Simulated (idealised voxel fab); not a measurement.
Title: Process Module voxel gate over fins
Cross-section cut spans 190 nm and uses square cells 5 nm in size.
If you're reading a cross-section in this doc, picture square cells in a grid; it comes to you as bands, top ones listed first down to the bottom, and a band can be one or more rows of cells.
The band entry comprises the height of the band's top followed by the height of its bottom, expressed in nm, and subsequently the band's materials from left to right, each stated together with its width in nm. Where a single material is marked with the word "all across", that material fills the band from edge to edge. The word "air" represents empty space.
Height datum 0, below which the as-received substrate wafer is one material. Lowest band open at the bottom, running downward: "0 and below".
When a width is written as two numbers, as in "30 to 40", the first number is the width in the top row of cells of the band and the second is the width in its bottom row, and the width changes by the same amount from each row to the next.
"nothing was modified" after a step means that no cell of the cross-section changed.
Entry "Enclosed internal voids" = empty spaces >= 8 cells with no open way to the top; each as width x height at distance, distance from left edge, all nm.
Post-settings text on a step line: simulator's own remark regarding the step.
"overlay nm" on a masked step: distance the mask lay right of its planned place, negative for left.
In what follows, pairs of cross-sections are presented, each taken before and after one process step, with the after cross-section shown only down to the lowest band that was altered; the step, together with its settings, is stated below the pair. The pairs may stem from different runs of this module on the same starting wafer; accordingly, a pair should be taken as continuing from the one above it solely where its entry headed "Before processing step" indicates as much.
-- Before processing step
* 0 and below = Si all across
* Enclosed internal voids: none
-- Result of Step
* 10 down to 0 = SiN all across
* Anything lower than 0 is untouched.
* Enclosed internal voids: none
Can you say which step sits between the two cross-sections above? CONFORMAL_DEP (material SiN; thk nm 10)
Before processing step: unchanged from the after cross-section in the pair immediately above; refer to that figure.
-- Result of Step
* 10 down to 0 = air=60; SiN=15; air=35; SiN=15; air=65
* Anything lower than 0 is untouched.
* Enclosed internal voids: none
Can you say which step sits between the two cross-sections above? MASKED_ETCH (tone cover; mask id FINS; width nm 15; pitch nm 50; etch materials SiN; depth nm 10; overlay nm 0)
Before processing step: unchanged from the after cross-section in the pair immediately above; refer to that figure.
-- Result of Step
* 10 down to 0 = air=60; SiN=15; air=35; SiN=15; air=65
* 0 down to -35 = air=60; Si=15; air=35; Si=15; air=65
* Anything lower than -35 is untouched.
* Enclosed internal voids: none
Can you say which step sits between the two cross-sections above? MASKED_ETCH (tone cover; mask id FINS; width nm 15; pitch nm 50; etch materials Si; depth nm 35; overlay nm 0)
Before processing step: unchanged from the after cross-section in the pair immediately above; refer to that figure.
-- Result of Step
* 10 down to 0 = air=60; SiN=15; air=35; SiN=15; air=65
* 0 down to -35 = air=60; SiO2=5; Si=5; SiO2=5; air=35; SiO2=5; Si=5; SiO2=5; air=65
* -35 down to -40 = SiO2=65; Si=5; SiO2=45; Si=5; SiO2=70
* Anything lower than -40 is untouched.
* Enclosed internal voids: none
Can you say which step sits between the two cross-sections above? OXIDIZE (depth nm 5)
Before processing step: unchanged from the after cross-section in the pair immediately above; refer to that figure.
-- Result of Step
* 25 down to 10 = SiO2 all across
* 10 down to 0 = SiO2=60; SiN=15; SiO2=35; SiN=15; SiO2=65
* 0 down to -40 = SiO2=65; Si=5; SiO2=45; Si=5; SiO2=70
* Anything lower than -40 is untouched.
* Enclosed internal voids: none
Can you say which step sits between the two cross-sections above? FILL_DEP (material SiO2; thk nm 15)
Before processing step: unchanged from the after cross-section in the pair immediately above; refer to that figure.
-- Result of Step
* 10 down to 0 = SiO2=60; SiN=15; SiO2=35; SiN=15; SiO2=65
* Anything lower than 0 is untouched.
* Enclosed internal voids: none
Can you say which step sits between the two cross-sections above? CMP (height nm 10)
Before processing step: unchanged from the after cross-section in the pair immediately above; refer to that figure.
-- Result of Step
* 25 down to 10 = resist=85; air=15; resist=90
* Anything lower than 10 is untouched.
* Enclosed internal voids: none
Can you say which step sits between the two cross-sections above? PATTERN (tone open; mask id RAIL; material resist; width nm 15; thk nm 15; overlay nm 0)
Before processing step: unchanged from the after cross-section in the pair immediately above; refer to that figure.
-- Result of Step
* 25 down to 10 = resist=85; air=15; resist=90
* 10 down to 0 = SiO2=60; SiN=15; SiO2=10; air=15; SiO2=10; SiN=15; SiO2=65
* 0 down to -30 = SiO2=65; Si=5; SiO2=15; air=15; SiO2=15; Si=5; SiO2=70
* Anything lower than -30 is untouched.
* Enclosed internal voids: none
Can you say which step sits between the two cross-sections above? DIRECTIONAL_ETCH (etch materials SiO2; depth nm 40)
Before processing step: unchanged from the after cross-section in the pair immediately above; refer to that figure.
-- Result of Step
* 10 down to 0 = SiO2=60; SiN=15; SiO2=10; air=15; SiO2=10; SiN=15; SiO2=65
* Anything lower than 0 is untouched.
* Enclosed internal voids: none
Can you say which step sits between the two cross-sections above? STRIP (etch materials resist)
Before processing step: unchanged from the after cross-section in the pair immediately above; refer to that figure.
-- Result of Step
* 15 down to 10 = TiN=90; air=5; TiN=95
* 10 down to 0 = SiO2=60; SiN=15; SiO2=10; TiN=5; air=5; TiN=5; SiO2=10; SiN=15; SiO2=65
* 0 down to -25 = SiO2=65; Si=5; SiO2=15; TiN=5; air=5; TiN=5; SiO2=15; Si=5; SiO2=70
* -25 down to -30 = SiO2=65; Si=5; SiO2=15; TiN=15; SiO2=15; Si=5; SiO2=70
* Anything lower than -30 is untouched.
* Enclosed internal voids: none
Can you say which step sits between the two cross-sections above? CONFORMAL_DEP (material TiN; thk nm 5)
Before processing step: unchanged from the after cross-section in the pair immediately above; refer to that figure.
-- Result of Step
* 25 down to 15 = Ru all across
* 15 down to 10 = TiN=90; Ru=5; TiN=95
* 10 down to 0 = SiO2=60; SiN=15; SiO2=10; TiN=5; Ru=5; TiN=5; SiO2=10; SiN=15; SiO2=65
* 0 down to -25 = SiO2=65; Si=5; SiO2=15; TiN=5; Ru=5; TiN=5; SiO2=15; Si=5; SiO2=70
* Anything lower than -25 is untouched.
* Enclosed internal voids: none
Can you say which step sits between the two cross-sections above? FILL_DEP (material Ru; thk nm 10)
Before processing step: unchanged from the after cross-section in the pair immediately above; refer to that figure.
-- Result of Step
* 10 down to 0 = SiO2=60; SiN=15; SiO2=10; TiN=5; Ru=5; TiN=5; SiO2=10; SiN=15; SiO2=65
* Anything lower than 0 is untouched.
* Enclosed internal voids: none
Can you say which step sits between the two cross-sections above? CMP (height nm 10)
Before processing step: unchanged from the after cross-section in the pair immediately above; refer to that figure.
-- Result of Step
* 10 down to 0 = SiO2=60; SiN=15; SiO2=10; air=15; SiO2=10; SiN=15; SiO2=65
* 0 down to -20 = SiO2=65; Si=5; SiO2=15; air=15; SiO2=15; Si=5; SiO2=70
* Anything lower than -20 is untouched.
* Enclosed internal voids: none
Can you say which step sits between the two cross-sections above? SELECTIVE_ETCH (etch materials W Ru TiN; depth nm 30)
Before processing step: unchanged from the after cross-section in the pair immediately above; refer to that figure.
-- Result of Step
* 15 down to 10 = SiO2 all across
* 10 down to 0 = SiO2=60; SiN=15; SiO2=35; SiN=15; SiO2=65
* 0 down to -20 = SiO2=65; Si=5; SiO2=45; Si=5; SiO2=70
* Anything lower than -20 is untouched.
* Enclosed internal voids: none
Can you say which step sits between the two cross-sections above? FILL_DEP (material SiO2; thk nm 5)
Before processing step: unchanged from the after cross-section in the pair immediately above; refer to that figure.
-- Result of Step
* 10 down to 0 = SiO2=60; SiN=15; SiO2=35; SiN=15; SiO2=65
* Anything lower than 0 is untouched.
* Enclosed internal voids: none
Can you say which step sits between the two cross-sections above? CMP (height nm 10)
Before processing step: unchanged from the after cross-section in the pair immediately above; refer to that figure.
-- Result of Step
* 10 down to 0 = air=60; SiN=15; air=35; SiN=15; air=65
* 0 down to -15 = air=65; Si=5; air=45; Si=5; air=70
* Anything lower than -15 is untouched.
* Enclosed internal voids: none
Can you say which step sits between the two cross-sections above? SELECTIVE_ETCH (etch materials SiO2; depth nm 25)
Before processing step: unchanged from the after cross-section in the pair immediately above; refer to that figure.
-- Result of Step
* 0 down to -15 = air=65; Si=5; air=45; Si=5; air=70
* Anything lower than -15 is untouched.
* Enclosed internal voids: none
Can you say which step sits between the two cross-sections above? STRIP (etch materials SiN)
Before processing step: unchanged from the after cross-section in the pair immediately above; refer to that figure.
-- Result of Step
* 5 down to 0 = air=60; HfO2=15; air=35; HfO2=15; air=65
* 0 down to -10 = air=60; HfO2=5; Si=5; HfO2=5; air=35; HfO2=5; Si=5; HfO2=5; air=65
* -10 down to -15 = HfO2=65; Si=5; HfO2=45; Si=5; HfO2=70
* Anything lower than -15 is untouched.
* Enclosed internal voids: none
Can you say which step sits between the two cross-sections above? CONFORMAL_DEP (material HfO2; thk nm 5)
Before processing step: unchanged from the after cross-section in the pair immediately above; refer to that figure.
-- Result of Step
* 10 down to 5 = air=55; TiN=25; air=25; TiN=25; air=60
* 5 down to 0 = air=55; TiN=5; HfO2=15; TiN=5; air=25; TiN=5; HfO2=15; TiN=5; air=60
* 0 down to -5 = air=55; TiN=5; HfO2=5; Si=5; HfO2=5; TiN=5; air=25; TiN=5; HfO2=5; Si=5; HfO2=5; TiN=5; air=60
* -5 down to -10 = TiN=60; HfO2=5; Si=5; HfO2=5; TiN=35; HfO2=5; Si=5; HfO2=5; TiN=65
* Anything lower than -10 is untouched.
* Enclosed internal voids: none
Can you say which step sits between the two cross-sections above? CONFORMAL_DEP (material TiN; thk nm 5)
Before processing step: unchanged from the after cross-section in the pair immediately above; refer to that figure.
-- Result of Step
* 15 down to 10 = air=50; TiAl=35; air=15; TiAl=35; air=55
* 10 down to 5 = air=50; TiAl=5; TiN=25; TiAl=5; air=15; TiAl=5; TiN=25; TiAl=5; air=55
* 5 down to 0 = air=50; TiAl=5; TiN=5; HfO2=15; TiN=5; TiAl=5; air=15; TiAl=5; TiN=5; HfO2=15; TiN=5; TiAl=5; air=55
* 0 down to -5 = TiAl=55; TiN=5; HfO2=5; Si=5; HfO2=5; TiN=5; TiAl=25; TiN=5; HfO2=5; Si=5; HfO2=5; TiN=5; TiAl=60
* Anything lower than -5 is untouched.
* Enclosed internal voids: none
Can you say which step sits between the two cross-sections above? CONFORMAL_DEP (material TiAl; thk nm 5)
Before processing step: unchanged from the after cross-section in the pair immediately above; refer to that figure.
-- Result of Step
* 20 down to 15 = air=45; TiN=45; air=5; TiN=45; air=50
* 15 down to 10 = air=45; TiN=5; TiAl=35; TiN=5; air=5; TiN=5; TiAl=35; TiN=5; air=50
* 10 down to 5 = air=45; TiN=5; TiAl=5; TiN=25; TiAl=5; TiN=5; air=5; TiN=5; TiAl=5; TiN=25; TiAl=5; TiN=5; air=50
* 5 down to 0 = TiN=50; TiAl=5; TiN=5; HfO2=15; TiN=5; TiAl=5; TiN=15; TiAl=5; TiN=5; HfO2=15; TiN=5; TiAl=5; TiN=55
* Anything lower than 0 is untouched.
* Enclosed internal voids: none
Can you say which step sits between the two cross-sections above? CONFORMAL_DEP (material TiN; thk nm 5)
Before processing step: unchanged from the after cross-section in the pair immediately above; refer to that figure.
-- Result of Step
* 30 down to 20 = W all across
* 20 down to 15 = W=45; TiN=45; W=5; TiN=45; W=50
* 15 down to 10 = W=45; TiN=5; TiAl=35; TiN=5; W=5; TiN=5; TiAl=35; TiN=5; W=50
* 10 down to 5 = W=45; TiN=5; TiAl=5; TiN=25; TiAl=5; TiN=5; W=5; TiN=5; TiAl=5; TiN=25; TiAl=5; TiN=5; W=50
* Anything lower than 5 is untouched.
* Enclosed internal voids: none
Can you say which step sits between the two cross-sections above? FILL_DEP (material W; thk nm 10)
Before processing step: unchanged from the after cross-section in the pair immediately above; refer to that figure.
-- Result of Step
* 25 down to 20 = W all across
* Anything lower than 20 is untouched.
* Enclosed internal voids: none
Can you say which step sits between the two cross-sections above? CMP (height nm 25)
Before processing step: unchanged from the after cross-section in the pair immediately above; refer to that figure.
-- Result of Step
* 30 down to 25 = SiN all across
* Anything lower than 25 is untouched.
* Enclosed internal voids: none
Can you say which step sits between the two cross-sections above? CONFORMAL_DEP (material SiN; thk nm 5)
-- Before processing step
* 0 and below = Si all across
* Enclosed internal voids: none
-- Result of Step
* 0 down to -35 = air=60; Si=15; air=35; Si=15; air=65
* Anything lower than -35 is untouched.
* Enclosed internal voids: none
Can you say which step sits between the two cross-sections above? MASKED_ETCH (tone cover; mask id FINS; width nm 15; pitch nm 50; etch materials Si; depth nm 35; overlay nm 0)
Before processing step: unchanged from the after cross-section in the pair immediately above; refer to that figure.
-- Result of Step
* 0 down to -5 = air=60; SiO2=15; air=35; SiO2=15; air=65
* -5 down to -35 = air=60; SiO2=5; Si=5; SiO2=5; air=35; SiO2=5; Si=5; SiO2=5; air=65
* -35 down to -40 = SiO2=65; Si=5; SiO2=45; Si=5; SiO2=70
* Anything lower than -40 is untouched.
* Enclosed internal voids: none
Can you say which step sits between the two cross-sections above? OXIDIZE (depth nm 5)
Before processing step: unchanged from the after cross-section in the pair immediately above; refer to that figure.
-- Result of Step
* 15 down to -5 = SiO2 all across
* -5 down to -40 = SiO2=65; Si=5; SiO2=45; Si=5; SiO2=70
* Anything lower than -40 is untouched.
* Enclosed internal voids: none
Can you say which step sits between the two cross-sections above? FILL_DEP (material SiO2; thk nm 15)
Before processing step: unchanged from the after cross-section in the pair immediately above; refer to that figure.
-- Result of Step
* 10 down to -5 = SiO2 all across
* Anything lower than -5 is untouched.
* Enclosed internal voids: none
Can you say which step sits between the two cross-sections above? CMP (height nm 10)
Before processing step: unchanged from the after cross-section in the pair immediately above; refer to that figure.
-- Result of Step
* 25 down to 10 = resist=85; air=15; resist=90
* Anything lower than 10 is untouched.
* Enclosed internal voids: none
Can you say which step sits between the two cross-sections above? PATTERN (tone open; mask id RAIL; material resist; width nm 15; thk nm 15; overlay nm 0)
Before processing step: unchanged from the after cross-section in the pair immediately above; refer to that figure.
-- Result of Step
* 25 down to 10 = resist=85; air=15; resist=90
* 10 down to -5 = SiO2=85; air=15; SiO2=90
* -5 down to -30 = SiO2=65; Si=5; SiO2=15; air=15; SiO2=15; Si=5; SiO2=70
* Anything lower than -30 is untouched.
* Enclosed internal voids: none
Can you say which step sits between the two cross-sections above? DIRECTIONAL_ETCH (etch materials SiO2; depth nm 40)
Before processing step: unchanged from the after cross-section in the pair immediately above; refer to that figure.
-- Result of Step
* 10 down to -5 = SiO2=85; air=15; SiO2=90
* Anything lower than -5 is untouched.
* Enclosed internal voids: none
Can you say which step sits between the two cross-sections above? STRIP (etch materials resist)
Before processing step: unchanged from the after cross-section in the pair immediately above; refer to that figure.
-- Result of Step
* 15 down to 10 = TiN=90; air=5; TiN=95
* 10 down to -5 = SiO2=85; TiN=5; air=5; TiN=5; SiO2=90
* -5 down to -25 = SiO2=65; Si=5; SiO2=15; TiN=5; air=5; TiN=5; SiO2=15; Si=5; SiO2=70
* -25 down to -30 = SiO2=65; Si=5; SiO2=15; TiN=15; SiO2=15; Si=5; SiO2=70
* Anything lower than -30 is untouched.
* Enclosed internal voids: none
Can you say which step sits between the two cross-sections above? CONFORMAL_DEP (material TiN; thk nm 5)
Before processing step: unchanged from the after cross-section in the pair immediately above; refer to that figure.
-- Result of Step
* 25 down to 15 = Ru all across
* 15 down to 10 = TiN=90; Ru=5; TiN=95
* 10 down to -5 = SiO2=85; TiN=5; Ru=5; TiN=5; SiO2=90
* -5 down to -25 = SiO2=65; Si=5; SiO2=15; TiN=5; Ru=5; TiN=5; SiO2=15; Si=5; SiO2=70
* Anything lower than -25 is untouched.
* Enclosed internal voids: none
Can you say which step sits between the two cross-sections above? FILL_DEP (material Ru; thk nm 10)
Before processing step: unchanged from the after cross-section in the pair immediately above; refer to that figure.
-- Result of Step
* 10 down to -5 = SiO2=85; TiN=5; Ru=5; TiN=5; SiO2=90
* Anything lower than -5 is untouched.
* Enclosed internal voids: none
Can you say which step sits between the two cross-sections above? CMP (height nm 10)
Before processing step: unchanged from the after cross-section in the pair immediately above; refer to that figure.
-- Result of Step
* 10 down to -5 = SiO2=85; air=15; SiO2=90
* -5 down to -20 = SiO2=65; Si=5; SiO2=15; air=15; SiO2=15; Si=5; SiO2=70
* Anything lower than -20 is untouched.
* Enclosed internal voids: none
Can you say which step sits between the two cross-sections above? SELECTIVE_ETCH (etch materials W Ru TiN; depth nm 30)
Before processing step: unchanged from the after cross-section in the pair immediately above; refer to that figure.
-- Result of Step
* 15 down to -5 = SiO2 all across
* -5 down to -20 = SiO2=65; Si=5; SiO2=45; Si=5; SiO2=70
* Anything lower than -20 is untouched.
* Enclosed internal voids: none
Can you say which step sits between the two cross-sections above? FILL_DEP (material SiO2; thk nm 5)
Before processing step: unchanged from the after cross-section in the pair immediately above; refer to that figure.
-- Result of Step
* 10 down to -5 = SiO2 all across
* Anything lower than -5 is untouched.
* Enclosed internal voids: none
Can you say which step sits between the two cross-sections above? CMP (height nm 10)
Before processing step: unchanged from the after cross-section in the pair immediately above; refer to that figure.
-- Result of Step
* -5 down to -15 = air=65; Si=5; air=45; Si=5; air=70
* Anything lower than -15 is untouched.
* Enclosed internal voids: none
Can you say which step sits between the two cross-sections above? SELECTIVE_ETCH (etch materials SiO2; depth nm 25)
Before processing step: unchanged from the after cross-section in the pair immediately above; refer to that figure.
-- Result of Step
* 0 down to -5 = air=60; HfO2=15; air=35; HfO2=15; air=65
* -5 down to -10 = air=60; HfO2=5; Si=5; HfO2=5; air=35; HfO2=5; Si=5; HfO2=5; air=65
* -10 down to -15 = HfO2=65; Si=5; HfO2=45; Si=5; HfO2=70
* Anything lower than -15 is untouched.
* Enclosed internal voids: none
Can you say which step sits between the two cross-sections above? CONFORMAL_DEP (material HfO2; thk nm 5)
Before processing step: unchanged from the after cross-section in the pair immediately above; refer to that figure.
-- Result of Step
* 5 down to 0 = air=55; TiN=25; air=25; TiN=25; air=60
* 0 down to -5 = air=55; TiN=5; HfO2=15; TiN=5; air=25; TiN=5; HfO2=15; TiN=5; air=60
* -5 down to -10 = TiN=60; HfO2=5; Si=5; HfO2=5; TiN=35; HfO2=5; Si=5; HfO2=5; TiN=65
* Anything lower than -10 is untouched.
* Enclosed internal voids: none
Can you say which step sits between the two cross-sections above? CONFORMAL_DEP (material TiN; thk nm 5)
Before processing step: unchanged from the after cross-section in the pair immediately above; refer to that figure.
-- Result of Step
* 10 down to 5 = air=50; TiAl=35; air=15; TiAl=35; air=55
* 5 down to 0 = air=50; TiAl=5; TiN=25; TiAl=5; air=15; TiAl=5; TiN=25; TiAl=5; air=55
* 0 down to -5 = TiAl=55; TiN=5; HfO2=15; TiN=5; TiAl=25; TiN=5; HfO2=15; TiN=5; TiAl=60
* Anything lower than -5 is untouched.
* Enclosed internal voids: none
Can you say which step sits between the two cross-sections above? CONFORMAL_DEP (material TiAl; thk nm 5)
Before processing step: unchanged from the after cross-section in the pair immediately above; refer to that figure.
-- Result of Step
* 15 down to 10 = air=45; TiN=45; air=5; TiN=45; air=50
* 10 down to 5 = air=45; TiN=5; TiAl=35; TiN=5; air=5; TiN=5; TiAl=35; TiN=5; air=50
* 5 down to 0 = TiN=50; TiAl=5; TiN=25; TiAl=5; TiN=15; TiAl=5; TiN=25; TiAl=5; TiN=55
* Anything lower than 0 is untouched.
* Enclosed internal voids: none
Can you say which step sits between the two cross-sections above? CONFORMAL_DEP (material TiN; thk nm 5)
Before processing step: unchanged from the after cross-section in the pair immediately above; refer to that figure.
-- Result of Step
* 25 down to 15 = W all across
* 15 down to 10 = W=45; TiN=45; W=5; TiN=45; W=50
* 10 down to 5 = W=45; TiN=5; TiAl=35; TiN=5; W=5; TiN=5; TiAl=35; TiN=5; W=50
* Anything lower than 5 is untouched.
* Enclosed internal voids: none
Can you say which step sits between the two cross-sections above? FILL_DEP (material W; thk nm 10)
Before processing step: unchanged from the after cross-section in the pair immediately above; refer to that figure.
-- Result of Step
* 30 down to 25 = SiN all across
* Anything lower than 25 is untouched.
* Enclosed internal voids: none
Can you say which step sits between the two cross-sections above? CONFORMAL_DEP (material SiN; thk nm 5)
-- Before processing step
* 25 down to 15 = Ru all across
* 15 down to 10 = TiN=90; Ru=5; TiN=95
* 10 down to 0 = SiO2=60; SiN=15; SiO2=10; TiN=5; Ru=5; TiN=5; SiO2=10; SiN=15; SiO2=65
* 0 down to -25 = SiO2=65; Si=5; SiO2=15; TiN=5; Ru=5; TiN=5; SiO2=15; Si=5; SiO2=70
* -25 down to -30 = SiO2=65; Si=5; SiO2=15; TiN=15; SiO2=15; Si=5; SiO2=70
* -30 down to -40 = SiO2=65; Si=5; SiO2=45; Si=5; SiO2=70
* -40 and below = Si all across
* Enclosed internal voids: none
-- Result of Step
* 35 down to 15 = Ru all across
* Anything lower than 15 is untouched.
* Enclosed internal voids: none
Can you say which step sits between the two cross-sections above? FILL_DEP (material Ru; thk nm 10)
Before processing step: unchanged from the after cross-section in the pair immediately above; refer to that figure.
-- Result of Step
* 10 down to 0 = SiO2=60; SiN=15; SiO2=10; TiN=5; Ru=5; TiN=5; SiO2=10; SiN=15; SiO2=65
* Anything lower than 0 is untouched.
* Enclosed internal voids: none
Can you say which step sits between the two cross-sections above? CMP (height nm 10)
-- Before processing step
* 0 down to -15 = air=65; Si=5; air=45; Si=5; air=70
* -15 down to -20 = SiO2=65; Si=5; SiO2=45; Si=5; SiO2=70
* -20 down to -25 = SiO2=65; Si=5; SiO2=15; TiN=5; Ru=5; TiN=5; SiO2=15; Si=5; SiO2=70
* -25 down to -30 = SiO2=65; Si=5; SiO2=15; TiN=15; SiO2=15; Si=5; SiO2=70
* -30 down to -40 = SiO2=65; Si=5; SiO2=45; Si=5; SiO2=70
* -40 and below = Si all across
* Enclosed internal voids: none
-- Result of Step
* 5 down to 0 = air=60; TiN=15; air=35; TiN=15; air=65
* 0 down to -10 = air=60; TiN=5; Si=5; TiN=5; air=35; TiN=5; Si=5; TiN=5; air=65
* -10 down to -15 = TiN=65; Si=5; TiN=45; Si=5; TiN=70
* Anything lower than -15 is untouched.
* Enclosed internal voids: none
Can you say which step sits between the two cross-sections above? CONFORMAL_DEP (material TiN; thk nm 5)
Before processing step: unchanged from the after cross-section in the pair immediately above; refer to that figure.
-- Result of Step
* 10 down to 5 = air=55; HfO2=25; air=25; HfO2=25; air=60
* 5 down to 0 = air=55; HfO2=5; TiN=15; HfO2=5; air=25; HfO2=5; TiN=15; HfO2=5; air=60
* 0 down to -5 = air=55; HfO2=5; TiN=5; Si=5; TiN=5; HfO2=5; air=25; HfO2=5; TiN=5; Si=5; TiN=5; HfO2=5; air=60
* -5 down to -10 = HfO2=60; TiN=5; Si=5; TiN=5; HfO2=35; TiN=5; Si=5; TiN=5; HfO2=65
* Anything lower than -10 is untouched.
* Enclosed internal voids: none
Can you say which step sits between the two cross-sections above? CONFORMAL_DEP (material HfO2; thk nm 5)
Before processing step: unchanged from the after cross-section in the pair immediately above; refer to that figure.
-- Result of Step
* 15 down to 10 = air=50; TiAl=35; air=15; TiAl=35; air=55
* 10 down to 5 = air=50; TiAl=5; HfO2=25; TiAl=5; air=15; TiAl=5; HfO2=25; TiAl=5; air=55
* 5 down to 0 = air=50; TiAl=5; HfO2=5; TiN=15; HfO2=5; TiAl=5; air=15; TiAl=5; HfO2=5; TiN=15; HfO2=5; TiAl=5; air=55
* 0 down to -5 = TiAl=55; HfO2=5; TiN=5; Si=5; TiN=5; HfO2=5; TiAl=25; HfO2=5; TiN=5; Si=5; TiN=5; HfO2=5; TiAl=60
* Anything lower than -5 is untouched.
* Enclosed internal voids: none
Can you say which step sits between the two cross-sections above? CONFORMAL_DEP (material TiAl; thk nm 5)
Before processing step: unchanged from the after cross-section in the pair immediately above; refer to that figure.
-- Result of Step
* 20 down to 15 = air=45; TiN=45; air=5; TiN=45; air=50
* 15 down to 10 = air=45; TiN=5; TiAl=35; TiN=5; air=5; TiN=5; TiAl=35; TiN=5; air=50
* 10 down to 5 = air=45; TiN=5; TiAl=5; HfO2=25; TiAl=5; TiN=5; air=5; TiN=5; TiAl=5; HfO2=25; TiAl=5; TiN=5; air=50
* 5 down to 0 = TiN=50; TiAl=5; HfO2=5; TiN=15; HfO2=5; TiAl=5; TiN=15; TiAl=5; HfO2=5; TiN=15; HfO2=5; TiAl=5; TiN=55
* Anything lower than 0 is untouched.
* Enclosed internal voids: none
Can you say which step sits between the two cross-sections above? CONFORMAL_DEP (material TiN; thk nm 5)
Before processing step: unchanged from the after cross-section in the pair immediately above; refer to that figure.
-- Result of Step
* 30 down to 20 = W all across
* 20 down to 15 = W=45; TiN=45; W=5; TiN=45; W=50
* 15 down to 10 = W=45; TiN=5; TiAl=35; TiN=5; W=5; TiN=5; TiAl=35; TiN=5; W=50
* 10 down to 5 = W=45; TiN=5; TiAl=5; HfO2=25; TiAl=5; TiN=5; W=5; TiN=5; TiAl=5; HfO2=25; TiAl=5; TiN=5; W=50
* Anything lower than 5 is untouched.
* Enclosed internal voids: none
Can you say which step sits between the two cross-sections above? FILL_DEP (material W; thk nm 10)
Before processing step: unchanged from the after cross-section in the pair immediately above; refer to that figure.
-- Result of Step
* 25 down to 20 = W all across
* Anything lower than 20 is untouched.
* Enclosed internal voids: none
Can you say which step sits between the two cross-sections above? CMP (height nm 25)
Before processing step: unchanged from the after cross-section in the pair immediately above; refer to that figure.
-- Result of Step
* 30 down to 25 = SiN all across
* Anything lower than 25 is untouched.
* Enclosed internal voids: none
Can you say which step sits between the two cross-sections above? CONFORMAL_DEP (material SiN; thk nm 5)
-- Before processing step
* 30 down to 20 = W all across
* 20 down to 15 = W=45; TiN=45; W=5; TiN=45; W=50
* 15 down to 10 = W=45; TiN=5; TiAl=35; TiN=5; W=5; TiN=5; TiAl=35; TiN=5; W=50
* 10 down to 5 = W=45; TiN=5; TiAl=5; TiN=25; TiAl=5; TiN=5; W=5; TiN=5; TiAl=5; TiN=25; TiAl=5; TiN=5; W=50
* 5 down to 0 = TiN=50; TiAl=5; TiN=5; HfO2=15; TiN=5; TiAl=5; TiN=15; TiAl=5; TiN=5; HfO2=15; TiN=5; TiAl=5; TiN=55
* 0 down to -5 = TiAl=55; TiN=5; HfO2=5; Si=5; HfO2=5; TiN=5; TiAl=25; TiN=5; HfO2=5; Si=5; HfO2=5; TiN=5; TiAl=60
* -5 down to -10 = TiN=60; HfO2=5; Si=5; HfO2=5; TiN=35; HfO2=5; Si=5; HfO2=5; TiN=65
* -10 down to -15 = HfO2=65; Si=5; HfO2=45; Si=5; HfO2=70
* -15 down to -20 = SiO2=65; Si=5; SiO2=45; Si=5; SiO2=70
* -20 down to -25 = SiO2=65; Si=5; SiO2=15; TiN=5; Ru=5; TiN=5; SiO2=15; Si=5; SiO2=70
* -25 down to -30 = SiO2=65; Si=5; SiO2=15; TiN=15; SiO2=15; Si=5; SiO2=70
* -30 down to -40 = SiO2=65; Si=5; SiO2=45; Si=5; SiO2=70
* -40 and below = Si all across
* Enclosed internal voids: none
-- Result of Step
* 20 down to 15 = W=45; TiN=45; W=5; TiN=45; W=50
* Anything lower than 15 is untouched.
* Enclosed internal voids: none
Can you say which step sits between the two cross-sections above? CMP (height nm 20)
Before processing step: unchanged from the after cross-section in the pair immediately above; refer to that figure.
-- Result of Step
* 25 down to 20 = SiN all across
* Anything lower than 20 is untouched.
* Enclosed internal voids: none
Can you say which step sits between the two cross-sections above? CONFORMAL_DEP (material SiN; thk nm 5)
-- Before processing step
* 10 down to 0 = SiO2=60; SiN=15; SiO2=35; SiN=15; SiO2=65
* 0 down to -40 = SiO2=65; Si=5; SiO2=45; Si=5; SiO2=70
* -40 and below = Si all across
* Enclosed internal voids: none
-- Result of Step
* 25 down to 10 = resist=80; air=25; resist=85
* Anything lower than 10 is untouched.
* Enclosed internal voids: none
Can you say which step sits between the two cross-sections above? PATTERN (tone open; mask id RAIL; material resist; width nm 25; thk nm 15; overlay nm 0)
Before processing step: unchanged from the after cross-section in the pair immediately above; refer to that figure.
-- Result of Step
* 25 down to 10 = resist=80; air=25; resist=85
* 10 down to 0 = SiO2=60; SiN=15; SiO2=5; air=25; SiO2=5; SiN=15; SiO2=65
* 0 down to -30 = SiO2=65; Si=5; SiO2=10; air=25; SiO2=10; Si=5; SiO2=70
* Anything lower than -30 is untouched.
* Enclosed internal voids: none
Can you say which step sits between the two cross-sections above? DIRECTIONAL_ETCH (etch materials SiO2; depth nm 40)
Before processing step: unchanged from the after cross-section in the pair immediately above; refer to that figure.
-- Result of Step
* 10 down to 0 = SiO2=60; SiN=15; SiO2=5; air=25; SiO2=5; SiN=15; SiO2=65
* Anything lower than 0 is untouched.
* Enclosed internal voids: none
Can you say which step sits between the two cross-sections above? STRIP (etch materials resist)
Before processing step: unchanged from the after cross-section in the pair immediately above; refer to that figure.
-- Result of Step
* 15 down to 10 = TiN=85; air=15; TiN=90
* 10 down to 0 = SiO2=60; SiN=15; SiO2=5; TiN=5; air=15; TiN=5; SiO2=5; SiN=15; SiO2=65
* 0 down to -25 = SiO2=65; Si=5; SiO2=10; TiN=5; air=15; TiN=5; SiO2=10; Si=5; SiO2=70
* -25 down to -30 = SiO2=65; Si=5; SiO2=10; TiN=25; SiO2=10; Si=5; SiO2=70
* Anything lower than -30 is untouched.
* Enclosed internal voids: none
Can you say which step sits between the two cross-sections above? CONFORMAL_DEP (material TiN; thk nm 5)
Before processing step: unchanged from the after cross-section in the pair immediately above; refer to that figure.
-- Result of Step
* 25 down to 15 = Ru all across
* 15 down to 10 = TiN=85; Ru=15; TiN=90
* 10 down to 0 = SiO2=60; SiN=15; SiO2=5; TiN=5; Ru=15; TiN=5; SiO2=5; SiN=15; SiO2=65
* 0 down to -25 = SiO2=65; Si=5; SiO2=10; TiN=5; Ru=15; TiN=5; SiO2=10; Si=5; SiO2=70
* Anything lower than -25 is untouched.
* Enclosed internal voids: none
Can you say which step sits between the two cross-sections above? FILL_DEP (material Ru; thk nm 10)
Before processing step: unchanged from the after cross-section in the pair immediately above; refer to that figure.
-- Result of Step
* 10 down to 0 = SiO2=60; SiN=15; SiO2=5; TiN=5; Ru=15; TiN=5; SiO2=5; SiN=15; SiO2=65
* Anything lower than 0 is untouched.
* Enclosed internal voids: none
Can you say which step sits between the two cross-sections above? CMP (height nm 10)
Before processing step: unchanged from the after cross-section in the pair immediately above; refer to that figure.
-- Result of Step
* 10 down to 0 = SiO2=60; SiN=15; SiO2=5; air=25; SiO2=5; SiN=15; SiO2=65
* 0 down to -20 = SiO2=65; Si=5; SiO2=10; air=25; SiO2=10; Si=5; SiO2=70
* Anything lower than -20 is untouched.
* Enclosed internal voids: none
Can you say which step sits between the two cross-sections above? SELECTIVE_ETCH (etch materials W Ru TiN; depth nm 30)
